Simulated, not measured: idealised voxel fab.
process module | voxel self aligned vias
Each square cell in cross-section cut measures 5 nm, and the section as a whole is 235 nm wide.
Cross-section, as written here: a square-cell grid given band by band from the top down, where a band holds one or more rows of cells. Basically the band line says how high the top is and how high the bottom is, in nm, and then what's in it from left to right, every material with its width in nm. Empty space shows up as "blank", and if a single material carries "throughout" it runs the full band edge to edge. Heights from 0 (as-received wafer is one material below). Bottom band endless downward, as "0 and below". When a width is written as two numbers, as in "30..40", the first number is the width in the top row of cells of the band and the second is the width in its bottom row, and the width changes by the same amount from each row to the next. "no alterations made" -> step changed no cross-section cell. The label "Voids, enclosed" introduces a list of the empty spaces, 8 cells or larger, that have no open way up to the top; each entry in it reads width x height at distance, where the distance is taken from the left edge and all three are stated in nm. Whatever follows a step's settings on its line is a remark the simulator itself makes about that step. overlay nm: for a step with a mask, the amount by which the mask lay right of where it was planned; a negative amount means left of it.
The steps planned for the process are as follows
1: RECEIVE | material Si
2: CONFORMAL_DEP | material SiO2 | thk nm 10
3: CONFORMAL_DEP | material SiCN | thk nm 5
4: DIRECTIONAL_DEP | material lowk | thk nm 30
5: DIRECTIONAL_DEP | material aC | thk nm 10
6: PATTERN | tone open | mask id LINES | material resist | width nm 15 | pitch nm 55 | thk nm 30 | overlay nm 0
7: DIRECTIONAL_ETCH | etch materials aC | depth nm 10
8: STRIP | etch materials resist
9: DIRECTIONAL_ETCH | etch materials lowk | depth nm 30
10: STRIP | etch materials aC
11: CONFORMAL_DEP | material TiN | thk nm 5
12: FILL_DEP | material Ru | thk nm 10
13: CMP | height nm 45
14: SELECTIVE_ETCH | etch materials W Ru TiN | depth nm 10
15: FILL_DEP | material SiN | thk nm 10
16: CMP | height nm 45
17: DIRECTIONAL_DEP | material lowk | thk nm 15
18: PATTERN | tone open | mask id VIAS | material resist | width nm 30 | pitch nm 110 | thk nm 15 | overlay nm 0
19: DIRECTIONAL_ETCH | etch materials lowk | depth nm 15
20: DIRECTIONAL_ETCH | etch materials SiN | depth nm 10
21: STRIP | etch materials resist
22: CONFORMAL_DEP | material TiN | thk nm 5
23: FILL_DEP | material Cu | thk nm 5
24: CMP | height nm 60
25: CONFORMAL_DEP | material SiN | thk nm 5
Across this set of wafers, the varied parameter is the width nm of step 6. Starting conditions are identical for every wafer, and the plan reports the value assigned to the first wafer.
Sectional view: first of several wafers, as received, after step 1
* 0 and below = Si throughout
* Voids, enclosed: none
Last step of the module is step 25; after it, the first of several wafers in cross-section
* 65 down to 60 = SiN throughout
* 60 down to 50 = 45 lowk | 5 TiN | 20 Cu | 5 TiN | 80 lowk | 5 TiN | 20 Cu | 5 TiN | 50 lowk
* 50 down to 45 = 45 lowk | 15 TiN | 5 Cu | 10 TiN | 80 lowk | 15 TiN | 5 Cu | 10 TiN | 50 lowk
* 45 down to 40 = 55 lowk | 5 TiN | 5 Cu | 5 TiN | 40 lowk | 15 SiN | 40 lowk | 5 TiN | 5 Cu | 5 TiN | 55 lowk
* 40 down to 35 = 55 lowk | 15 TiN | 40 lowk | 15 SiN | 40 lowk | 15 TiN | 55 lowk
* 35 down to 20 = 55 lowk | 5 TiN | 5 Ru | 5 TiN | 40 lowk | 5 TiN | 5 Ru | 5 TiN | 40 lowk | 5 TiN | 5 Ru | 5 TiN | 55 lowk
* 20 down to 15 = 55 lowk | 15 TiN | 40 lowk | 15 TiN | 40 lowk | 15 TiN | 55 lowk
* 15 down to 10 = SiCN throughout
* 10 down to 0 = SiO2 throughout
* 0 and below = Si throughout
* Voids, enclosed: none
End of module: cross-section, last of several wafers
* 65 down to 60 = SiN throughout
* 60 down to 45 = 45 lowk | 5 TiN | 20 Cu | 5 TiN | 80 lowk | 5 TiN | 20 Cu | 5 TiN | 50 lowk
* 45 down to 40 = 45 lowk | 5 TiN | 20 Cu | 5 TiN | 5 SiN | 20 lowk | 35 SiN | 20 lowk | 5 TiN | 20 Cu | 5 TiN | 5 SiN | 45 lowk
* 40 down to 35 = 45 lowk | 30 TiN | 5 SiN | 20 lowk | 35 SiN | 20 lowk | 30 TiN | 5 SiN | 45 lowk
* 35 down to 20 = 45 lowk | 5 TiN | 25 Ru | 5 TiN | 20 lowk | 5 TiN | 25 Ru | 5 TiN | 20 lowk | 5 TiN | 25 Ru | 5 TiN | 45 lowk
* 20 down to 15 = 45 lowk | 35 TiN | 20 lowk | 35 TiN | 20 lowk | 35 TiN | 45 lowk
* 15 down to 10 = SiCN throughout
* 10 down to 0 = SiO2 throughout
* 0 and below = Si throughout
* Voids, enclosed: none
Take any row and you have a wafer at the end of the module: how many cells of each material it has gained (+) or lost (-) since it was received, and then its closed voids
width nm 15 | +20 Cu | +9 Ru | +47 SiCN | +53 SiN | +94 SiO2 | +55 TiN | +333 lowk | Voids, enclosed: none
width nm 20 | +24 Cu | +18 Ru | +47 SiCN | +55 SiN | +94 SiO2 | +58 TiN | +315 lowk | Voids, enclosed: none
width nm 25 | +28 Cu | +27 Ru | +47 SiCN | +57 SiN | +94 SiO2 | +61 TiN | +297 lowk | Voids, enclosed: none
width nm 30 | +32 Cu | +36 Ru | +47 SiCN | +59 SiN | +94 SiO2 | +64 TiN | +279 lowk | Voids, enclosed: none
width nm 35 | +32 Cu | +45 Ru | +47 SiCN | +65 SiN | +94 SiO2 | +67 TiN | +261 lowk | Voids, enclosed: none
